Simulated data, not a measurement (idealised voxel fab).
Process module heading - voxel air gaps
Shown is cross-section cut, with a width of 290 nm and square cells of size 5 nm.
Heads up, the way a cross-section reads in here is a grid of square cells, handed over as bands from the top down, with every band being one or more rows of cells. Band: top and bottom heights (nm) first, top before bottom; then materials from left to right, widths in nm. "everywhere" marks a sole material filling the band edge to edge. "empty" denotes empty space. Heights are reckoned from 0. Under this level, the received wafer is all of one material. The bottommost band is open-ended downward, for example "0..down". A two-number width, for instance "30..40", indicates that the width is equal to the first number in the top row of the band and to the second number in the bottom row, and that it changes by a constant amount per row of cells. When a step is marked "no change", none of the cells in the cross-section changed during that step. The entry "Closed internal voids" lists the empty spaces that cover at least 8 cells and have no open path to the top. Each is written as width x height at distance, where the distance is measured from the left edge and all three values are in nm. Step line, after settings: the simulator's comment on this step. "overlay nm", when on a step's line for a step with a mask, measures how far to the right of its planned place the mask lay; a negative measure means to the left.
**Intended process steps**
| 1 | op RECEIVE | material Si |
| 2 | op CONFORMAL_DEP | material SiO2 | thk nm 10 |
| 3 | op CONFORMAL_DEP | material SiCN | thk nm 5 |
| 4 | op DIRECTIONAL_DEP | material lowk | thk nm 40 |
| 5 | op PATTERN | tone open | mask id LINES | material resist | width nm 15 | pitch nm 40 | thk nm 15 | overlay nm 0 |
| 6 | op DIRECTIONAL_ETCH | etch materials lowk | depth nm 40 |
| 7 | op STRIP | etch materials resist |
| 8 | op CONFORMAL_DEP | material TiN | thk nm 5 |
| 9 | op FILL_DEP | material Ru | thk nm 10 |
| 10 | op CMP | height nm 55 |
| 11 | op EPI | material Ru | thk nm 10 |
| 12 | op SELECTIVE_ETCH | etch materials lowk | depth nm 50 |
| 13 | op CONFORMAL_DEP | material SiCN | thk nm 5 |
**As-received state of the wafer in cross-section, equivalent to post-step 1**
  0..down = Si everywhere
  Closed internal voids: none
**The first of two wafers, cross-sectioned at the end of the module, with the run proceeding as planned**
  70..65 = 80 of empty; 125 of SiCN; 85 of empty
  65..55 = 80 of empty; 5 of SiCN; 35 of Ru; 5 of SiCN; 35 of Ru; 5 of SiCN; 35 of Ru; 5 of SiCN; 85 of empty
  55..50 = 80 of empty; 15 of SiCN; 5 of TiN; 5 of Ru; 5 of TiN; 25 of SiCN; 5 of TiN; 5 of Ru; 5 of TiN; 25 of SiCN; 5 of TiN; 5 of Ru; 5 of TiN; 15 of SiCN; 85 of empty
  50..20 = 90 of empty; 5 of SiCN; 5 of TiN; 5 of Ru; 5 of TiN; 5 of SiCN; 15 of empty; 5 of SiCN; 5 of TiN; 5 of Ru; 5 of TiN; 5 of SiCN; 15 of empty; 5 of SiCN; 5 of TiN; 5 of Ru; 5 of TiN; 5 of SiCN; 95 of empty
  20..15 = 95 of SiCN; 15 of TiN; 25 of SiCN; 15 of TiN; 25 of SiCN; 15 of TiN; 100 of SiCN
  15..10 = SiCN everywhere
  10..0 = SiO2 everywhere
  0..down = Si everywhere
  Closed internal voids: 15 x 30 at 115; 15 x 30 at 155
**Second wafer cross-section at end of module - shared start and plan with the first, one mistake in the run**
  70..65 = SiCN everywhere
  65..50 = Ru everywhere
  50..45 = 100 of TiN; 5 of Ru; 35 of TiN; 5 of Ru; 35 of TiN; 5 of Ru; 105 of TiN
  45..10 = 95 of lowk; 5 of TiN; 5 of Ru; 5 of TiN; 25 of lowk; 5 of TiN; 5 of Ru; 5 of TiN; 25 of lowk; 5 of TiN; 5 of Ru; 5 of TiN; 100 of lowk
  10..5 = 95 of lowk; 15 of TiN; 25 of lowk; 15 of TiN; 25 of lowk; 15 of TiN; 100 of lowk
  5..0 = SiCN everywhere
  0..down = Si everywhere
  Closed internal voids: none
Here's what went sideways: with respect to the plan, step 2 was omitted and not executed
Per the end-of-run cell counts, the second wafer holds more or fewer of some materials than the first: +135 Ru | -76 SiCN | -116 SiO2 | +55 TiN | +392 lowk
Ultimately, the number of closed voids is 2 in the first wafer and 0 in the second wafer.
